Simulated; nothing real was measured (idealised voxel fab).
Process module heading - voxel transistor to metal
The width of the displayed cross-section, cut, is 275 nm; its cells are square, with a size of 5 nm.
Think of the cross-section as a grid of square cells. We describe it in bands, top to bottom, and each band covers one or more rows of those cells. Basically the band line says how high the top is and how high the bottom is, in nm, and then what's in it from left to right, every material with its width in nm. Empty space shows up as "blank", and if a single material carries "everywhere" it runs the full band edge to edge. For the purposes of this specification, 0 denotes the height below which the wafer in its as-received condition is composed wholly of one material, and the lowermost band, lacking a lower limit, extends downward without end, as expressed in "0..down". The notation "30 to 40" denotes a width that varies across the rows of cells in the band, beginning at the first number in the top row, finishing at the second number in the bottom row, and changing by an identical amount from each row to the next. You'll sometimes find "no alteration" written for a step, and that's the way of saying that nowhere in the cross-section did a cell change during that step. In "Cavities, sealed" the enclosed voids are listed, meaning empty spaces of 8 cells or larger without any opening to the top. The form is width x height at distance, distance from the left edge, units nm. Formally, on a step line, whatever follows the settings is a remark that the simulator itself makes on the step. overlay nm: on a step with a mask, how far right of its planned place the mask lay; negative means left. So the way this works: pairs, before and after one process step. The after picture only goes down to the lowest band that actually changed, nothing below. Step and its settings are under each pair. And watch out, pairs might come from different runs of this module, same starting wafer though, so a pair only follows on from the one above if its "Pre-process cross-section" entry tells you so.
# Pre-process cross-section
25..10  25 of SiO2; 20 of blank; 55 of SiO2; 20 of blank; 30 of SiO2; 20 of blank; 55 of SiO2; 20 of blank; 30 of SiO2
10..5  25 of SiO2; 20 of blank; 5 of SiO2; 10 of SiN; 5 of HfO2; 5 of TiN; 5 of W; 5 of TiN; 5 of HfO2; 10 of SiN; 5 of SiO2; 20 of blank; 30 of SiO2; 20 of blank; 5 of SiO2; 10 of SiN; 5 of HfO2; 5 of TiN; 5 of W; 5 of TiN; 5 of HfO2; 10 of SiN; 5 of SiO2; 20 of blank; 30 of SiO2
5..0  15 of SiO2; 10 of SiN; 20 of blank; 5 of SiO2; 10 of SiN; 5 of HfO2; 5 of TiN; 5 of W; 5 of TiN; 5 of HfO2; 10 of SiN; 5 of SiO2; 20 of blank; 10 of SiN; 10 of SiO2; 10 of SiN; 20 of blank; 5 of SiO2; 10 of SiN; 5 of HfO2; 5 of TiN; 5 of W; 5 of TiN; 5 of HfO2; 10 of SiN; 5 of SiO2; 20 of blank; 10 of SiN; 20 of SiO2
0..-5  15 of SiO2; 10 of SiN; 10 of nSi; 5 of blank; 10 of nSi; 10 of SiN; 5 of HfO2; 15 of TiN; 5 of HfO2; 10 of SiN; 10 of nSi; 5 of blank; 10 of nSi; 10 of SiN; 10 of SiO2; 10 of SiN; 10 of nSi; 5 of blank; 10 of nSi; 10 of SiN; 5 of HfO2; 15 of TiN; 5 of HfO2; 10 of SiN; 10 of nSi; 5 of blank; 10 of nSi; 10 of SiN; 20 of SiO2
-5..-10  25 of SiO2; 10 of nSi; 5 of blank; 10 of nSi; 5 of SiO2; 35 of HfO2; 5 of SiO2; 10 of nSi; 5 of blank; 10 of nSi; 30 of SiO2; 10 of nSi; 5 of blank; 10 of nSi; 5 of SiO2; 35 of HfO2; 5 of SiO2; 10 of nSi; 5 of blank; 10 of nSi; 30 of SiO2
-10..-20  20 of SiO2; 5 of Si; 25 of nSi; 45 of Si; 25 of nSi; 5 of Si; 20 of SiO2; 5 of Si; 25 of nSi; 45 of Si; 25 of nSi; 5 of Si; 25 of SiO2
-20..-25  20 of SiO2; 105 of Si; 20 of SiO2; 105 of Si; 25 of SiO2
-25..down  Si everywhere
Cavities, sealed: none
# Structure After Step
30..25  30 of TiN; 10 of blank; 65 of TiN; 10 of blank; 40 of TiN; 10 of blank; 65 of TiN; 10 of blank; 35 of TiN
25..10  25 of SiO2; 5 of TiN; 10 of blank; 5 of TiN; 55 of SiO2; 5 of TiN; 10 of blank; 5 of TiN; 30 of SiO2; 5 of TiN; 10 of blank; 5 of TiN; 55 of SiO2; 5 of TiN; 10 of blank; 5 of TiN; 30 of SiO2
10..5  25 of SiO2; 5 of TiN; 10 of blank; 5 of TiN; 5 of SiO2; 10 of SiN; 5 of HfO2; 5 of TiN; 5 of W; 5 of TiN; 5 of HfO2; 10 of SiN; 5 of SiO2; 5 of TiN; 10 of blank; 5 of TiN; 30 of SiO2; 5 of TiN; 10 of blank; 5 of TiN; 5 of SiO2; 10 of SiN; 5 of HfO2; 5 of TiN; 5 of W; 5 of TiN; 5 of HfO2; 10 of SiN; 5 of SiO2; 5 of TiN; 10 of blank; 5 of TiN; 30 of SiO2
5..0  15 of SiO2; 10 of SiN; 20 of TiN; 5 of SiO2; 10 of SiN; 5 of HfO2; 5 of TiN; 5 of W; 5 of TiN; 5 of HfO2; 10 of SiN; 5 of SiO2; 20 of TiN; 10 of SiN; 10 of SiO2; 10 of SiN; 20 of TiN; 5 of SiO2; 10 of SiN; 5 of HfO2; 5 of TiN; 5 of W; 5 of TiN; 5 of HfO2; 10 of SiN; 5 of SiO2; 20 of TiN; 10 of SiN; 20 of SiO2
0..-5  15 of SiO2; 10 of SiN; 10 of nSi; 5 of TiN; 10 of nSi; 10 of SiN; 5 of HfO2; 15 of TiN; 5 of HfO2; 10 of SiN; 10 of nSi; 5 of TiN; 10 of nSi; 10 of SiN; 10 of SiO2; 10 of SiN; 10 of nSi; 5 of TiN; 10 of nSi; 10 of SiN; 5 of HfO2; 15 of TiN; 5 of HfO2; 10 of SiN; 10 of nSi; 5 of TiN; 10 of nSi; 10 of SiN; 20 of SiO2
-5..-10  25 of SiO2; 10 of nSi; 5 of TiN; 10 of nSi; 5 of SiO2; 35 of HfO2; 5 of SiO2; 10 of nSi; 5 of TiN; 10 of nSi; 30 of SiO2; 10 of nSi; 5 of TiN; 10 of nSi; 5 of SiO2; 35 of HfO2; 5 of SiO2; 10 of nSi; 5 of TiN; 10 of nSi; 30 of SiO2
Everything below -10 is unchanged.
Cavities, sealed: none
Which step turns the before cross-section above into the after cross-section? op CONFORMAL_DEP | material TiN | thk nm 5
Pre-process cross-section: see the after view in the pair directly above.
# Structure After Step
40..30  W everywhere
30..25  30 of TiN; 10 of W; 65 of TiN; 10 of W; 40 of TiN; 10 of W; 65 of TiN; 10 of W; 35 of TiN
25..10  25 of SiO2; 5 of TiN; 10 of W; 5 of TiN; 55 of SiO2; 5 of TiN; 10 of W; 5 of TiN; 30 of SiO2; 5 of TiN; 10 of W; 5 of TiN; 55 of SiO2; 5 of TiN; 10 of W; 5 of TiN; 30 of SiO2
10..5  25 of SiO2; 5 of TiN; 10 of W; 5 of TiN; 5 of SiO2; 10 of SiN; 5 of HfO2; 5 of TiN; 5 of W; 5 of TiN; 5 of HfO2; 10 of SiN; 5 of SiO2; 5 of TiN; 10 of W; 5 of TiN; 30 of SiO2; 5 of TiN; 10 of W; 5 of TiN; 5 of SiO2; 10 of SiN; 5 of HfO2; 5 of TiN; 5 of W; 5 of TiN; 5 of HfO2; 10 of SiN; 5 of SiO2; 5 of TiN; 10 of W; 5 of TiN; 30 of SiO2
Everything below 5 is unchanged.
Cavities, sealed: none
Which step turns the before cross-section above into the after cross-section? op FILL_DEP | material W | thk nm 10
Pre-process cross-section: see the after view in the pair directly above.
# Structure After Step
25..10  25 of SiO2; 5 of TiN; 10 of W; 5 of TiN; 55 of SiO2; 5 of TiN; 10 of W; 5 of TiN; 30 of SiO2; 5 of TiN; 10 of W; 5 of TiN; 55 of SiO2; 5 of TiN; 10 of W; 5 of TiN; 30 of SiO2
Everything below 10 is unchanged.
Cavities, sealed: none
Which step turns the before cross-section above into the after cross-section? op CMP | height nm 25
Pre-process cross-section: see the after view in the pair directly above.
# Structure After Step
30..25  TiN everywhere
Everything below 25 is unchanged.
Cavities, sealed: none
Which step turns the before cross-section above into the after cross-section? op DIRECTIONAL_DEP | material TiN | thk nm 5
Pre-process cross-section: see the after view in the pair directly above.
# Structure After Step
45..30  Ru everywhere
Everything below 30 is unchanged.
Cavities, sealed: none
Which step turns the before cross-section above into the after cross-section? op DIRECTIONAL_DEP | material Ru | thk nm 15
Pre-process cross-section: see the after view in the pair directly above.
# Structure After Step
60..45  25 of blank; 20 of resist; 55 of blank; 20 of resist; 30 of blank; 20 of resist; 55 of blank; 20 of resist; 30 of blank
Everything below 45 is unchanged.
Cavities, sealed: none
Which step turns the before cross-section above into the after cross-section? op PATTERN | tone cover | mask id METAL_1 | material resist | width nm 20 | thk nm 15 | overlay nm 0
Pre-process cross-section: see the after view in the pair directly above.
# Structure After Step
60..45  25 of blank; 20 of resist; 55 of blank; 20 of resist; 30 of blank; 20 of resist; 55 of blank; 20 of resist; 30 of blank
45..30  25 of blank; 20 of Ru; 55 of blank; 20 of Ru; 30 of blank; 20 of Ru; 55 of blank; 20 of Ru; 30 of blank
Everything below 30 is unchanged.
Cavities, sealed: none
Which step turns the before cross-section above into the after cross-section? op DIRECTIONAL_ETCH | etch materials Ru | depth nm 15
Pre-process cross-section: see the after view in the pair directly above.
# Structure After Step
60..45  25 of blank; 20 of resist; 55 of blank; 20 of resist; 30 of blank; 20 of resist; 55 of blank; 20 of resist; 30 of blank
45..30  25 of blank; 20 of Ru; 55 of blank; 20 of Ru; 30 of blank; 20 of Ru; 55 of blank; 20 of Ru; 30 of blank
30..25  25 of blank; 20 of TiN; 55 of blank; 20 of TiN; 30 of blank; 20 of TiN; 55 of blank; 20 of TiN; 30 of blank
Everything below 25 is unchanged.
Cavities, sealed: none
Which step turns the before cross-section above into the after cross-section? op DIRECTIONAL_ETCH | etch materials TiN | depth nm 5
Pre-process cross-section: see the after view in the pair directly above.
# Structure After Step
45..30  25 of blank; 20 of Ru; 55 of blank; 20 of Ru; 30 of blank; 20 of Ru; 55 of blank; 20 of Ru; 30 of blank
Everything below 30 is unchanged.
Cavities, sealed: none
Which step turns the before cross-section above into the after cross-section? op STRIP | etch materials resist
Pre-process cross-section: see the after view in the pair directly above.
# Structure After Step
50..45  SiO2 everywhere
45..30  25 of SiO2; 20 of Ru; 55 of SiO2; 20 of Ru; 30 of SiO2; 20 of Ru; 55 of SiO2; 20 of Ru; 30 of SiO2
30..25  25 of SiO2; 20 of TiN; 55 of SiO2; 20 of TiN; 30 of SiO2; 20 of TiN; 55 of SiO2; 20 of TiN; 30 of SiO2
Everything below 25 is unchanged.
Cavities, sealed: none
Which step turns the before cross-section above into the after cross-section? op FILL_DEP | material SiO2 | thk nm 5
Pre-process cross-section: see the after view in the pair directly above.
# Structure After Step
45..30  25 of SiO2; 20 of Ru; 55 of SiO2; 20 of Ru; 30 of SiO2; 20 of Ru; 55 of SiO2; 20 of Ru; 30 of SiO2
Everything below 30 is unchanged.
Cavities, sealed: none
Which step turns the before cross-section above into the after cross-section? op CMP | height nm 45
Pre-process cross-section: see the after view in the pair directly above.
# Structure After Step
50..45  SiCN everywhere
Everything below 45 is unchanged.
Cavities, sealed: none
Which step turns the before cross-section above into the after cross-section? op CONFORMAL_DEP | material SiCN | thk nm 5
# Pre-process cross-section
5..-5  15 of SiO2; 115 of blank; 10 of SiO2; 115 of blank; 20 of SiO2
-5..-10  SiO2 everywhere
-10..-25  20 of SiO2; 105 of Si; 20 of SiO2; 105 of Si; 25 of SiO2
-25..down  Si everywhere
Cavities, sealed: none
# Structure After Step
20..10  15 of SiCN; 115 of blank; 10 of SiCN; 115 of blank; 20 of SiCN
10..5  SiCN everywhere
5..-5  15 of SiO2; 115 of SiCN; 10 of SiO2; 115 of SiCN; 20 of SiO2
Everything below -5 is unchanged.
Cavities, sealed: none
Which step turns the before cross-section above into the after cross-section? op DIRECTIONAL_DEP | material SiCN | thk nm 15
Pre-process cross-section: see the after view in the pair directly above.
# Structure After Step
30..20  15 of aC; 115 of blank; 10 of aC; 115 of blank; 20 of aC
20..10  15 of SiCN; 115 of aC; 10 of SiCN; 115 of aC; 20 of SiCN
Everything below 10 is unchanged.
Cavities, sealed: none
Which step turns the before cross-section above into the after cross-section? op DIRECTIONAL_DEP | material aC | thk nm 10
Pre-process cross-section: see the after view in the pair directly above.
# Structure After Step
60..30  60 of blank; 25 of resist; 100 of blank; 25 of resist; 65 of blank
30..20  15 of aC; 45 of blank; 25 of resist; 45 of blank; 10 of aC; 45 of blank; 25 of resist; 45 of blank; 20 of aC
Everything below 20 is unchanged.
Cavities, sealed: none
Which step turns the before cross-section above into the after cross-section? op PATTERN | tone cover | mask id GATE | material resist | width nm 25 | pitch nm 125 | thk nm 30 | overlay nm 0
Pre-process cross-section: see the after view in the pair directly above.
# Structure After Step
50..20  60 of blank; 25 of resist; 100 of blank; 25 of resist; 65 of blank
20..10  15 of SiCN; 45 of blank; 25 of aC; 45 of blank; 10 of SiCN; 45 of blank; 25 of aC; 45 of blank; 20 of SiCN
Everything below 10 is unchanged.
Cavities, sealed: none
Which step turns the before cross-section above into the after cross-section? op DIRECTIONAL_ETCH | etch materials aC | depth nm 10
Pre-process cross-section: see the after view in the pair directly above.
# Structure After Step
20..10  15 of SiCN; 45 of blank; 25 of aC; 45 of blank; 10 of SiCN; 45 of blank; 25 of aC; 45 of blank; 20 of SiCN
Everything below 10 is unchanged.
Cavities, sealed: none
Which step turns the before cross-section above into the after cross-section? op STRIP | etch materials resist
Pre-process cross-section: see the after view in the pair directly above.
# Structure After Step
20..10  60 of blank; 25 of aC; 100 of blank; 25 of aC; 65 of blank
10..5  60 of blank; 25 of SiCN; 100 of blank; 25 of SiCN; 65 of blank
5..-5  15 of SiO2; 45 of blank; 25 of SiCN; 45 of blank; 10 of SiO2; 45 of blank; 25 of SiCN; 45 of blank; 20 of SiO2
Everything below -5 is unchanged.
Cavities, sealed: none
Which step turns the before cross-section above into the after cross-section? op DIRECTIONAL_ETCH | etch materials SiCN | depth nm 25
Pre-process cross-section: see the after view in the pair directly above.
# Structure After Step
10..5  60 of blank; 25 of SiCN; 100 of blank; 25 of SiCN; 65 of blank
Everything below 5 is unchanged.
Cavities, sealed: none
Which step turns the before cross-section above into the after cross-section? op STRIP | etch materials aC
Pre-process cross-section: see the after view in the pair directly above.
# Structure After Step
20..15  50 of blank; 45 of SiN; 80 of blank; 45 of SiN; 55 of blank
15..10  25 of SiN; 25 of blank; 45 of SiN; 25 of blank; 30 of SiN; 25 of blank; 45 of SiN; 25 of blank; 30 of SiN
10..5  25 of SiN; 25 of blank; 10 of SiN; 25 of SiCN; 10 of SiN; 25 of blank; 30 of SiN; 25 of blank; 10 of SiN; 25 of SiCN; 10 of SiN; 25 of blank; 30 of SiN
5..-5  15 of SiO2; 45 of SiN; 25 of SiCN; 45 of SiN; 10 of SiO2; 45 of SiN; 25 of SiCN; 45 of SiN; 20 of SiO2
Everything below -5 is unchanged.
Cavities, sealed: none
Which step turns the before cross-section above into the after cross-section? op CONFORMAL_DEP | material SiN | thk nm 10
Pre-process cross-section: see the after view in the pair directly above.
# Structure After Step
10..5  50 of blank; 10 of SiN; 25 of SiCN; 10 of SiN; 80 of blank; 10 of SiN; 25 of SiCN; 10 of SiN; 55 of blank
5..-5  15 of SiO2; 10 of SiN; 25 of blank; 10 of SiN; 25 of SiCN; 10 of SiN; 25 of blank; 10 of SiN; 10 of SiO2; 10 of SiN; 25 of blank; 10 of SiN; 25 of SiCN; 10 of SiN; 25 of blank; 10 of SiN; 20 of SiO2
Everything below -5 is unchanged.
Cavities, sealed: none
Which step turns the before cross-section above into the after cross-section? op DIRECTIONAL_ETCH | etch materials SiN | depth nm 10
Pre-process cross-section: see the after view in the pair directly above.
# Structure After Step
10..5  50 of blank; 10 of SiN; 25 of SiCN; 10 of SiN; 80 of blank; 10 of SiN; 25 of SiCN; 10 of SiN; 55 of blank
5..0  15 of blank; 10 of SiN; 25 of blank; 10 of SiN; 25 of SiCN; 10 of SiN; 25 of blank; 10 of SiN; 10 of blank; 10 of SiN; 25 of blank; 10 of SiN; 25 of SiCN; 10 of SiN; 25 of blank; 10 of SiN; 20 of blank
0..-5  15 of SiO2; 10 of SiN; 25 of blank; 10 of SiN; 25 of SiCN; 10 of SiN; 25 of blank; 10 of SiN; 10 of SiO2; 10 of SiN; 25 of blank; 10 of SiN; 25 of SiCN; 10 of SiN; 25 of blank; 10 of SiN; 20 of SiO2
-5..-10  25 of SiO2; 25 of blank; 45 of SiO2; 25 of blank; 30 of SiO2; 25 of blank; 45 of SiO2; 25 of blank; 30 of SiO2
Everything below -10 is unchanged.
Cavities, sealed: none
Which step turns the before cross-section above into the after cross-section? op DIRECTIONAL_ETCH | etch materials SiO2 | depth nm 5
Pre-process cross-section: see the after view in the pair directly above.
# Structure After Step
10..5  50 of blank; 10 of SiN; 25 of SiCN; 10 of SiN; 80 of blank; 10 of SiN; 25 of SiCN; 10 of SiN; 55 of blank
5..0  15 of blank; 10 of SiN; 25 of blank; 10 of SiN; 25 of SiCN; 10 of SiN; 25 of blank; 10 of SiN; 10 of blank; 10 of SiN; 25 of blank; 10 of SiN; 25 of SiCN; 10 of SiN; 25 of blank; 10 of SiN; 20 of blank
0..-5  15 of SiO2; 10 of SiN; 25 of blank; 10 of SiN; 25 of SiCN; 10 of SiN; 25 of blank; 10 of SiN; 10 of SiO2; 10 of SiN; 25 of blank; 10 of SiN; 25 of SiCN; 10 of SiN; 25 of blank; 10 of SiN; 20 of SiO2
-5..-10  25 of SiO2; 25 of blank; 45 of SiO2; 25 of blank; 30 of SiO2; 25 of blank; 45 of SiO2; 25 of blank; 30 of SiO2
-10..-20  20 of SiO2; 5 of Si; 25 of blank; 45 of Si; 25 of blank; 5 of Si; 20 of SiO2; 5 of Si; 25 of blank; 45 of Si; 25 of blank; 5 of Si; 25 of SiO2
Everything below -20 is unchanged.
Cavities, sealed: none
Which step turns the before cross-section above into the after cross-section? op DIRECTIONAL_ETCH | etch materials Si | depth nm 10
Pre-process cross-section: see the after view in the pair directly above.
# Structure After Step
10..5  50 of blank; 10 of SiN; 25 of SiCN; 10 of SiN; 80 of blank; 10 of SiN; 25 of SiCN; 10 of SiN; 55 of blank
5..0  15 of blank; 10 of SiN; 25 of blank; 10 of SiN; 25 of SiCN; 10 of SiN; 25 of blank; 10 of SiN; 10 of blank; 10 of SiN; 25 of blank; 10 of SiN; 25 of SiCN; 10 of SiN; 25 of blank; 10 of SiN; 20 of blank
0..-5  15 of SiO2; 10 of SiN; 10 of nSi; 5 of blank; 10 of nSi; 10 of SiN; 25 of SiCN; 10 of SiN; 10 of nSi; 5 of blank; 10 of nSi; 10 of SiN; 10 of SiO2; 10 of SiN; 10 of nSi; 5 of blank; 10 of nSi; 10 of SiN; 25 of SiCN; 10 of SiN; 10 of nSi; 5 of blank; 10 of nSi; 10 of SiN; 20 of SiO2
-5..-10  25 of SiO2; 10 of nSi; 5 of blank; 10 of nSi; 45 of SiO2; 10 of nSi; 5 of blank; 10 of nSi; 30 of SiO2; 10 of nSi; 5 of blank; 10 of nSi; 45 of SiO2; 10 of nSi; 5 of blank; 10 of nSi; 30 of SiO2
-10..-20  20 of SiO2; 5 of Si; 25 of nSi; 45 of Si; 25 of nSi; 5 of Si; 20 of SiO2; 5 of Si; 25 of nSi; 45 of Si; 25 of nSi; 5 of Si; 25 of SiO2
Everything below -20 is unchanged.
Cavities, sealed: none
Which step turns the before cross-section above into the after cross-section? op EPI | material nSi | thk nm 10
Pre-process cross-section: see the after view in the pair directly above.
# Structure After Step
15..10  SiO2 everywhere
10..5  50 of SiO2; 10 of SiN; 25 of SiCN; 10 of SiN; 80 of SiO2; 10 of SiN; 25 of SiCN; 10 of SiN; 55 of SiO2
5..0  15 of SiO2; 10 of SiN; 25 of SiO2; 10 of SiN; 25 of SiCN; 10 of SiN; 25 of SiO2; 10 of SiN; 10 of SiO2; 10 of SiN; 25 of SiO2; 10 of SiN; 25 of SiCN; 10 of SiN; 25 of SiO2; 10 of SiN; 20 of SiO2
0..-5  15 of SiO2; 10 of SiN; 10 of nSi; 5 of SiO2; 10 of nSi; 10 of SiN; 25 of SiCN; 10 of SiN; 10 of nSi; 5 of SiO2; 10 of nSi; 10 of SiN; 10 of SiO2; 10 of SiN; 10 of nSi; 5 of SiO2; 10 of nSi; 10 of SiN; 25 of SiCN; 10 of SiN; 10 of nSi; 5 of SiO2; 10 of nSi; 10 of SiN; 20 of SiO2
-5..-10  25 of SiO2; 10 of nSi; 5 of SiO2; 10 of nSi; 45 of SiO2; 10 of nSi; 5 of SiO2; 10 of nSi; 30 of SiO2; 10 of nSi; 5 of SiO2; 10 of nSi; 45 of SiO2; 10 of nSi; 5 of SiO2; 10 of nSi; 30 of SiO2
Everything below -10 is unchanged.
Cavities, sealed: none
Which step turns the before cross-section above into the after cross-section? op FILL_DEP | material SiO2 | thk nm 5
Pre-process cross-section: see the after view in the pair directly above.
# Structure After Step
10..5  50 of SiO2; 10 of SiN; 25 of SiCN; 10 of SiN; 80 of SiO2; 10 of SiN; 25 of SiCN; 10 of SiN; 55 of SiO2
Everything below 5 is unchanged.
Cavities, sealed: none
Which step turns the before cross-section above into the after cross-section? op SELECTIVE_ETCH | etch materials SiO2 | depth nm 5
Pre-process cross-section: see the after view in the pair directly above.
# Structure After Step
15..10  HfO2 everywhere
Everything below 10 is unchanged.
Cavities, sealed: none
Which step turns the before cross-section above into the after cross-section? op CONFORMAL_DEP | material HfO2 | thk nm 5
Pre-process cross-section: see the after view in the pair directly above.
# Structure After Step
20..15  TiN everywhere
Everything below 15 is unchanged.
Cavities, sealed: none
Which step turns the before cross-section above into the after cross-section? op CONFORMAL_DEP | material TiN | thk nm 5
Pre-process cross-section: see the after view in the pair directly above.
# Structure After Step
25..20  W everywhere
Everything below 20 is unchanged.
Cavities, sealed: none
Which step turns the before cross-section above into the after cross-section? op FILL_DEP | material W | thk nm 5
Pre-process cross-section: see the after view in the pair directly above.
# Structure After Step
10..5  50 of SiO2; 10 of SiN; 25 of SiCN; 10 of SiN; 80 of SiO2; 10 of SiN; 25 of SiCN; 10 of SiN; 55 of SiO2
Everything below 5 is unchanged.
Cavities, sealed: none
Which step turns the before cross-section above into the after cross-section? op CMP | height nm 10
Pre-process cross-section: see the after view in the pair directly above.
# Structure After Step
25..10  SiO2 everywhere
Everything below 10 is unchanged.
Cavities, sealed: none
Which step turns the before cross-section above into the after cross-section? op DIRECTIONAL_DEP | material SiO2 | thk nm 15
Pre-process cross-section: see the after view in the pair directly above.
# Structure After Step
40..25  aC everywhere
Everything below 25 is unchanged.
Cavities, sealed: none
Which step turns the before cross-section above into the after cross-section? op DIRECTIONAL_DEP | material aC | thk nm 15
Pre-process cross-section: see the after view in the pair directly above.
# Structure After Step
70..40  25 of resist; 20 of blank; 55 of resist; 20 of blank; 30 of resist; 20 of blank; 55 of resist; 20 of blank; 30 of resist
Everything below 40 is unchanged.
Cavities, sealed: none
Which step turns the before cross-section above into the after cross-section? op PATTERN | tone open | mask id CONTACT | material resist | width nm 20 | thk nm 30 | overlay nm 0
Pre-process cross-section: see the after view in the pair directly above.
# Structure After Step
55..40  25 of resist; 20 of blank; 55 of resist; 20 of blank; 30 of resist; 20 of blank; 55 of resist; 20 of blank; 30 of resist
40..25  25 of aC; 20 of blank; 55 of aC; 20 of blank; 30 of aC; 20 of blank; 55 of aC; 20 of blank; 30 of aC
Everything below 25 is unchanged.
Cavities, sealed: none
Which step turns the before cross-section above into the after cross-section? op DIRECTIONAL_ETCH | etch materials aC | depth nm 15
Pre-process cross-section: see the after view in the pair directly above.
# Structure After Step
40..25  25 of aC; 20 of blank; 55 of aC; 20 of blank; 30 of aC; 20 of blank; 55 of aC; 20 of blank; 30 of aC
Everything below 25 is unchanged.
Cavities, sealed: none
Which step turns the before cross-section above into the after cross-section? op STRIP | etch materials resist
Pre-process cross-section: see the after view in the pair directly above.
# Structure After Step
40..25  25 of aC; 20 of blank; 55 of aC; 20 of blank; 30 of aC; 20 of blank; 55 of aC; 20 of blank; 30 of aC
25..10  25 of SiO2; 20 of blank; 55 of SiO2; 20 of blank; 30 of SiO2; 20 of blank; 55 of SiO2; 20 of blank; 30 of SiO2
10..5  25 of SiO2; 20 of blank; 5 of SiO2; 10 of SiN; 25 of SiCN; 10 of SiN; 5 of SiO2; 20 of blank; 30 of SiO2; 20 of blank; 5 of SiO2; 10 of SiN; 25 of SiCN; 10 of SiN; 5 of SiO2; 20 of blank; 30 of SiO2
5..0  15 of SiO2; 10 of SiN; 20 of blank; 5 of SiO2; 10 of SiN; 25 of SiCN; 10 of SiN; 5 of SiO2; 20 of blank; 10 of SiN; 10 of SiO2; 10 of SiN; 20 of blank; 5 of SiO2; 10 of SiN; 25 of SiCN; 10 of SiN; 5 of SiO2; 20 of blank; 10 of SiN; 20 of SiO2
0..-5  15 of SiO2; 10 of SiN; 10 of nSi; 5 of blank; 10 of nSi; 10 of SiN; 25 of SiCN; 10 of SiN; 10 of nSi; 5 of blank; 10 of nSi; 10 of SiN; 10 of SiO2; 10 of SiN; 10 of nSi; 5 of blank; 10 of nSi; 10 of SiN; 25 of SiCN; 10 of SiN; 10 of nSi; 5 of blank; 10 of nSi; 10 of SiN; 20 of SiO2
-5..-10  25 of SiO2; 10 of nSi; 5 of blank; 10 of nSi; 45 of SiO2; 10 of nSi; 5 of blank; 10 of nSi; 30 of SiO2; 10 of nSi; 5 of blank; 10 of nSi; 45 of SiO2; 10 of nSi; 5 of blank; 10 of nSi; 30 of SiO2
Everything below -10 is unchanged.
Cavities, sealed: none
Which step turns the before cross-section above into the after cross-section? op DIRECTIONAL_ETCH | etch materials SiO2 | depth nm 35
Pre-process cross-section: see the after view in the pair directly above.
# Structure After Step
25..10  25 of SiO2; 20 of blank; 55 of SiO2; 20 of blank; 30 of SiO2; 20 of blank; 55 of SiO2; 20 of blank; 30 of SiO2
Everything below 10 is unchanged.
Cavities, sealed: none
Which step turns the before cross-section above into the after cross-section? op STRIP | etch materials aC
Pre-process cross-section: see the after view in the pair directly above.
# Structure After Step
30..25  30 of TiN; 10 of blank; 65 of TiN; 10 of blank; 40 of TiN; 10 of blank; 65 of TiN; 10 of blank; 35 of TiN
25..10  25 of SiO2; 5 of TiN; 10 of blank; 5 of TiN; 55 of SiO2; 5 of TiN; 10 of blank; 5 of TiN; 30 of SiO2; 5 of TiN; 10 of blank; 5 of TiN; 55 of SiO2; 5 of TiN; 10 of blank; 5 of TiN; 30 of SiO2
10..5  25 of SiO2; 5 of TiN; 10 of blank; 5 of TiN; 5 of SiO2; 10 of SiN; 25 of SiCN; 10 of SiN; 5 of SiO2; 5 of TiN; 10 of blank; 5 of TiN; 30 of SiO2; 5 of TiN; 10 of blank; 5 of TiN; 5 of SiO2; 10 of SiN; 25 of SiCN; 10 of SiN; 5 of SiO2; 5 of TiN; 10 of blank; 5 of TiN; 30 of SiO2
5..0  15 of SiO2; 10 of SiN; 20 of TiN; 5 of SiO2; 10 of SiN; 25 of SiCN; 10 of SiN; 5 of SiO2; 20 of TiN; 10 of SiN; 10 of SiO2; 10 of SiN; 20 of TiN; 5 of SiO2; 10 of SiN; 25 of SiCN; 10 of SiN; 5 of SiO2; 20 of TiN; 10 of SiN; 20 of SiO2
0..-5  15 of SiO2; 10 of SiN; 10 of nSi; 5 of TiN; 10 of nSi; 10 of SiN; 25 of SiCN; 10 of SiN; 10 of nSi; 5 of TiN; 10 of nSi; 10 of SiN; 10 of SiO2; 10 of SiN; 10 of nSi; 5 of TiN; 10 of nSi; 10 of SiN; 25 of SiCN; 10 of SiN; 10 of nSi; 5 of TiN; 10 of nSi; 10 of SiN; 20 of SiO2
-5..-10  25 of SiO2; 10 of nSi; 5 of TiN; 10 of nSi; 45 of SiO2; 10 of nSi; 5 of TiN; 10 of nSi; 30 of SiO2; 10 of nSi; 5 of TiN; 10 of nSi; 45 of SiO2; 10 of nSi; 5 of TiN; 10 of nSi; 30 of SiO2
Everything below -10 is unchanged.
Cavities, sealed: none
Which step turns the before cross-section above into the after cross-section? op CONFORMAL_DEP | material TiN | thk nm 5
Pre-process cross-section: see the after view in the pair directly above.
# Structure After Step
40..30  W everywhere
30..25  30 of TiN; 10 of W; 65 of TiN; 10 of W; 40 of TiN; 10 of W; 65 of TiN; 10 of W; 35 of TiN
25..10  25 of SiO2; 5 of TiN; 10 of W; 5 of TiN; 55 of SiO2; 5 of TiN; 10 of W; 5 of TiN; 30 of SiO2; 5 of TiN; 10 of W; 5 of TiN; 55 of SiO2; 5 of TiN; 10 of W; 5 of TiN; 30 of SiO2
10..5  25 of SiO2; 5 of TiN; 10 of W; 5 of TiN; 5 of SiO2; 10 of SiN; 25 of SiCN; 10 of SiN; 5 of SiO2; 5 of TiN; 10 of W; 5 of TiN; 30 of SiO2; 5 of TiN; 10 of W; 5 of TiN; 5 of SiO2; 10 of SiN; 25 of SiCN; 10 of SiN; 5 of SiO2; 5 of TiN; 10 of W; 5 of TiN; 30 of SiO2
Everything below 5 is unchanged.
Cavities, sealed: none
Which step turns the before cross-section above into the after cross-section? op FILL_DEP | material W | thk nm 10
Pre-process cross-section: see the after view in the pair directly above.
# Structure After Step
25..10  25 of SiO2; 5 of TiN; 10 of W; 5 of TiN; 55 of SiO2; 5 of TiN; 10 of W; 5 of TiN; 30 of SiO2; 5 of TiN; 10 of W; 5 of TiN; 55 of SiO2; 5 of TiN; 10 of W; 5 of TiN; 30 of SiO2
Everything below 10 is unchanged.
Cavities, sealed: none
Which step turns the before cross-section above into the after cross-section? op CMP | height nm 25
Pre-process cross-section: see the after view in the pair directly above.
# Structure After Step
30..25  TiN everywhere
Everything below 25 is unchanged.
Cavities, sealed: none
Which step turns the before cross-section above into the after cross-section? op DIRECTIONAL_DEP | material TiN | thk nm 5
Pre-process cross-section: see the after view in the pair directly above.
# Structure After Step
45..30  Ru everywhere
Everything below 30 is unchanged.
Cavities, sealed: none
Which step turns the before cross-section above into the after cross-section? op DIRECTIONAL_DEP | material Ru | thk nm 15
Pre-process cross-section: see the after view in the pair directly above.
# Structure After Step
60..45  25 of blank; 20 of resist; 55 of blank; 20 of resist; 30 of blank; 20 of resist; 55 of blank; 20 of resist; 30 of blank
Everything below 45 is unchanged.
Cavities, sealed: none
Which step turns the before cross-section above into the after cross-section? op PATTERN | tone cover | mask id METAL_1 | material resist | width nm 20 | thk nm 15 | overlay nm 0
